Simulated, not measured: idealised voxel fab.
Proc. module: voxel air gaps
This is section cut - it's 210 nm across, gridded in 5 nm square cells.
Square cells in a grid make up a cross-section in this document, and the grid is given as bands, listed from the top down, each one or more rows of cells.
Read a band's entry like this: the first values are the height of its top and the height of its bottom in nm, and what follows is the sequence of materials from left to right, each with its width in nm. Note that "blank" is empty space, and that a single material marked "edge to edge" reaches across the band from edge to edge.
Heights are expressed relative to 0, this being the level below which the as-received wafer comprises one material exclusively. The lowest band is unbounded in the downward direction and is denoted as in "0..down".
A two-number width, for instance "30..40", indicates that the width is equal to the first number in the top row of the band and to the second number in the bottom row, and that it changes by a constant amount per row of cells.
Given "changes: none" for a step, no cell of the cross-section differs between before and after that step.
Under "Closed void table" you'll find the enclosed gaps, the ones with no way out to the top, that are 8 cells or bigger; each reads width x height at distance, with distance counted from the left edge, everything in nm.
On a step's line, text after the settings is the simulator commenting on that step.
Steps that use a mask can have "overlay nm" on their line. It says how far the mask sat to the right of where it was meant to be. Negative means to the left.

The planned process steps are enumerated hereunder
step 1: RECEIVE,material Si
step 2: CONFORMAL_DEP,material SiO2,thk nm 15
step 3: CONFORMAL_DEP,material SiCN,thk nm 5
step 4: DIRECTIONAL_DEP,material SiO2,thk nm 30
step 5: DIRECTIONAL_DEP,material aC,thk nm 10
step 6: PATTERN,tone open,mask id LINES,material resist,width nm 20,pitch nm 50,thk nm 30,overlay nm 0
step 7: DIRECTIONAL_ETCH,etch materials aC,depth nm 10
step 8: STRIP,etch materials resist
step 9: DIRECTIONAL_ETCH,etch materials SiO2,depth nm 30
step 10: STRIP,etch materials aC
step 11: CONFORMAL_DEP,material TiN,thk nm 5
step 12: FILL_DEP,material W,thk nm 5
step 13: CMP,height nm 50
step 14: EPI,material Ru,thk nm 10
step 15: SELECTIVE_ETCH,etch materials SiO2,depth nm 40
step 16: CONFORMAL_DEP,material SiCN,thk nm 5

The first of the two wafers, which ran as planned

Incoming wafer, cross-sectional view, post step 1
* 0..down | Si edge to edge
* Closed void table: none

Step 2 done - wafer cross-section
* 15..0 | SiO2 edge to edge
* Below 0, the layers are the same as they were.

Step 3 done - wafer cross-section
* 20..15 | SiCN edge to edge
* Below 15, the layers are the same as they were.

Step 4 done - wafer cross-section
* 50..20 | SiO2 edge to edge
* Below 20, the layers are the same as they were.

Step 5 done - wafer cross-section
* 60..50 | aC edge to edge
* Below 50, the layers are the same as they were.

Step 6 done - wafer cross-section
* 90..60 | resist 20, then blank 20, then resist 30, then blank 20, then resist 30, then blank 20, then resist 30, then blank 20, then resist 20
* Below 60, the layers are the same as they were.

Step 7 done - wafer cross-section
* 80..60 | resist 20, then blank 20, then resist 30, then blank 20, then resist 30, then blank 20, then resist 30, then blank 20, then resist 20
* 60..50 | aC 20, then blank 20, then aC 30, then blank 20, then aC 30, then blank 20, then aC 30, then blank 20, then aC 20
* Below 50, the layers are the same as they were.

Step 8 done - wafer cross-section
* 60..50 | aC 20, then blank 20, then aC 30, then blank 20, then aC 30, then blank 20, then aC 30, then blank 20, then aC 20
* Below 50, the layers are the same as they were.

Step 9 done - wafer cross-section
* 60..50 | aC 20, then blank 20, then aC 30, then blank 20, then aC 30, then blank 20, then aC 30, then blank 20, then aC 20
* 50..20 | SiO2 20, then blank 20, then SiO2 30, then blank 20, then SiO2 30, then blank 20, then SiO2 30, then blank 20, then SiO2 20
* Below 20, the layers are the same as they were.

Step 10 done - wafer cross-section
* 50..20 | SiO2 20, then blank 20, then SiO2 30, then blank 20, then SiO2 30, then blank 20, then SiO2 30, then blank 20, then SiO2 20
* Below 20, the layers are the same as they were.

Step 11 done - wafer cross-section
* 55..50 | TiN 25, then blank 10, then TiN 40, then blank 10, then TiN 40, then blank 10, then TiN 40, then blank 10, then TiN 25
* 50..25 | SiO2 20, then TiN 5, then blank 10, then TiN 5, then SiO2 30, then TiN 5, then blank 10, then TiN 5, then SiO2 30, then TiN 5, then blank 10, then TiN 5, then SiO2 30, then TiN 5, then blank 10, then TiN 5, then SiO2 20
* 25..20 | SiO2 20, then TiN 20, then SiO2 30, then TiN 20, then SiO2 30, then TiN 20, then SiO2 30, then TiN 20, then SiO2 20
* Below 20, the layers are the same as they were.

Step 12 done - wafer cross-section
* 60..55 | W edge to edge
* 55..50 | TiN 25, then W 10, then TiN 40, then W 10, then TiN 40, then W 10, then TiN 40, then W 10, then TiN 25
* 50..25 | SiO2 20, then TiN 5, then W 10, then TiN 5, then SiO2 30, then TiN 5, then W 10, then TiN 5, then SiO2 30, then TiN 5, then W 10, then TiN 5, then SiO2 30, then TiN 5, then W 10, then TiN 5, then SiO2 20
* Below 25, the layers are the same as they were.

Step 13 done - wafer cross-section
* 50..25 | SiO2 20, then TiN 5, then W 10, then TiN 5, then SiO2 30, then TiN 5, then W 10, then TiN 5, then SiO2 30, then TiN 5, then W 10, then TiN 5, then SiO2 30, then TiN 5, then W 10, then TiN 5, then SiO2 20
* Below 25, the layers are the same as they were.

Step 14 done - wafer cross-section
* 60..50 | blank 10, then Ru 40, then blank 10, then Ru 40, then blank 10, then Ru 40, then blank 10, then Ru 40, then blank 10
* Below 50, the layers are the same as they were.

Step 15 done - wafer cross-section
* 60..50 | blank 10, then Ru 40, then blank 10, then Ru 40, then blank 10, then Ru 40, then blank 10, then Ru 40, then blank 10
* 50..25 | blank 20, then TiN 5, then W 10, then TiN 5, then blank 30, then TiN 5, then W 10, then TiN 5, then blank 30, then TiN 5, then W 10, then TiN 5, then blank 30, then TiN 5, then W 10, then TiN 5, then blank 20
* 25..20 | blank 20, then TiN 20, then blank 30, then TiN 20, then blank 30, then TiN 20, then blank 30, then TiN 20, then blank 20
* Below 20, the layers are the same as they were.

Step 16 done - wafer cross-section
* 65..60 | blank 5, then SiCN 200, then blank 5
* 60..50 | blank 5, then SiCN 5, then Ru 40, then SiCN 10, then Ru 40, then SiCN 10, then Ru 40, then SiCN 10, then Ru 40, then SiCN 5, then blank 5
* 50..45 | blank 5, then SiCN 15, then TiN 5, then W 10, then TiN 5, then SiCN 30, then TiN 5, then W 10, then TiN 5, then SiCN 30, then TiN 5, then W 10, then TiN 5, then SiCN 30, then TiN 5, then W 10, then TiN 5, then SiCN 15, then blank 5
* 45..25 | blank 15, then SiCN 5, then TiN 5, then W 10, then TiN 5, then SiCN 5, then blank 20, then SiCN 5, then TiN 5, then W 10, then TiN 5, then SiCN 5, then blank 20, then SiCN 5, then TiN 5, then W 10, then TiN 5, then SiCN 5, then blank 20, then SiCN 5, then TiN 5, then W 10, then TiN 5, then SiCN 5, then blank 15
* 25..20 | SiCN 20, then TiN 20, then SiCN 30, then TiN 20, then SiCN 30, then TiN 20, then SiCN 30, then TiN 20, then SiCN 20
* Below 20, the layers are the same as they were.
* Closed void table: 20 x 20 at 45; 20 x 20 at 95; 20 x 20 at 145

Second of two: same start, same plan, one run error; steps up to and including 1 match the first

X-section, second wafer, when step 2 was due to finish
* 30..0 | SiO2 edge to edge
* Below 0, the layers are the same as they were.

X-section, second wafer, when step 3 was due to finish
* 35..30 | SiCN edge to edge
* Below 30, the layers are the same as they were.

X-section, second wafer, when step 4 was due to finish
* 65..35 | SiO2 edge to edge
* Below 35, the layers are the same as they were.

X-section, second wafer, when step 5 was due to finish
* 75..65 | aC edge to edge
* Below 65, the layers are the same as they were.

X-section, second wafer, when step 6 was due to finish
* 105..75 | resist 20, then blank 20, then resist 30, then blank 20, then resist 30, then blank 20, then resist 30, then blank 20, then resist 20
* Below 75, the layers are the same as they were.

X-section, second wafer, when step 7 was due to finish
* 95..75 | resist 20, then blank 20, then resist 30, then blank 20, then resist 30, then blank 20, then resist 30, then blank 20, then resist 20
* 75..65 | aC 20, then blank 20, then aC 30, then blank 20, then aC 30, then blank 20, then aC 30, then blank 20, then aC 20
* Below 65, the layers are the same as they were.

X-section, second wafer, when step 8 was due to finish
* 75..65 | aC 20, then blank 20, then aC 30, then blank 20, then aC 30, then blank 20, then aC 30, then blank 20, then aC 20
* Below 65, the layers are the same as they were.

X-section, second wafer, when step 9 was due to finish
* 75..65 | aC 20, then blank 20, then aC 30, then blank 20, then aC 30, then blank 20, then aC 30, then blank 20, then aC 20
* 65..35 | SiO2 20, then blank 20, then SiO2 30, then blank 20, then SiO2 30, then blank 20, then SiO2 30, then blank 20, then SiO2 20
* Below 35, the layers are the same as they were.

X-section, second wafer, when step 10 was due to finish
* 65..35 | SiO2 20, then blank 20, then SiO2 30, then blank 20, then SiO2 30, then blank 20, then SiO2 30, then blank 20, then SiO2 20
* Below 35, the layers are the same as they were.

X-section, second wafer, when step 11 was due to finish
* 70..65 | TiN 25, then blank 10, then TiN 40, then blank 10, then TiN 40, then blank 10, then TiN 40, then blank 10, then TiN 25
* 65..40 | SiO2 20, then TiN 5, then blank 10, then TiN 5, then SiO2 30, then TiN 5, then blank 10, then TiN 5, then SiO2 30, then TiN 5, then blank 10, then TiN 5, then SiO2 30, then TiN 5, then blank 10, then TiN 5, then SiO2 20
* 40..35 | SiO2 20, then TiN 20, then SiO2 30, then TiN 20, then SiO2 30, then TiN 20, then SiO2 30, then TiN 20, then SiO2 20
* Below 35, the layers are the same as they were.

X-section, second wafer, when step 12 was due to finish
* 75..70 | W edge to edge
* 70..65 | TiN 25, then W 10, then TiN 40, then W 10, then TiN 40, then W 10, then TiN 40, then W 10, then TiN 25
* 65..40 | SiO2 20, then TiN 5, then W 10, then TiN 5, then SiO2 30, then TiN 5, then W 10, then TiN 5, then SiO2 30, then TiN 5, then W 10, then TiN 5, then SiO2 30, then TiN 5, then W 10, then TiN 5, then SiO2 20
* Below 40, the layers are the same as they were.

X-section, second wafer, when step 13 was due to finish
* 50..40 | SiO2 20, then TiN 5, then W 10, then TiN 5, then SiO2 30, then TiN 5, then W 10, then TiN 5, then SiO2 30, then TiN 5, then W 10, then TiN 5, then SiO2 30, then TiN 5, then W 10, then TiN 5, then SiO2 20
* Below 40, the layers are the same as they were.

X-section, second wafer, when step 14 was due to finish
* 60..50 | blank 10, then Ru 40, then blank 10, then Ru 40, then blank 10, then Ru 40, then blank 10, then Ru 40, then blank 10
* Below 50, the layers are the same as they were.

X-section, second wafer, when step 15 was due to finish
* 60..50 | blank 10, then Ru 40, then blank 10, then Ru 40, then blank 10, then Ru 40, then blank 10, then Ru 40, then blank 10
* 50..40 | blank 20, then TiN 5, then W 10, then TiN 5, then blank 30, then TiN 5, then W 10, then TiN 5, then blank 30, then TiN 5, then W 10, then TiN 5, then blank 30, then TiN 5, then W 10, then TiN 5, then blank 20
* 40..35 | blank 20, then TiN 20, then blank 30, then TiN 20, then blank 30, then TiN 20, then blank 30, then TiN 20, then blank 20
* Below 35, the layers are the same as they were.

X-section, second wafer, when step 16 was due to finish
* 65..60 | blank 5, then SiCN 200, then blank 5
* 60..50 | blank 5, then SiCN 5, then Ru 40, then SiCN 10, then Ru 40, then SiCN 10, then Ru 40, then SiCN 10, then Ru 40, then SiCN 5, then blank 5
* 50..45 | blank 5, then SiCN 15, then TiN 5, then W 10, then TiN 5, then SiCN 30, then TiN 5, then W 10, then TiN 5, then SiCN 30, then TiN 5, then W 10, then TiN 5, then SiCN 30, then TiN 5, then W 10, then TiN 5, then SiCN 15, then blank 5
* 45..40 | blank 15, then SiCN 5, then TiN 5, then W 10, then TiN 5, then SiCN 5, then blank 20, then SiCN 5, then TiN 5, then W 10, then TiN 5, then SiCN 5, then blank 20, then SiCN 5, then TiN 5, then W 10, then TiN 5, then SiCN 5, then blank 20, then SiCN 5, then TiN 5, then W 10, then TiN 5, then SiCN 5, then blank 15
* 40..35 | SiCN 20, then TiN 20, then SiCN 30, then TiN 20, then SiCN 30, then TiN 20, then SiCN 30, then TiN 20, then SiCN 20
* Below 35, the layers are the same as they were.
Run error: step 2 of the plan was carried out twice
At the finish, the second wafer shows more or fewer cells for some materials than the first does: SiCN -24 | SiO2 +126 | TiN -24 | W -24
The first wafer finishes with 3 closed voids, while the second finishes with 0.
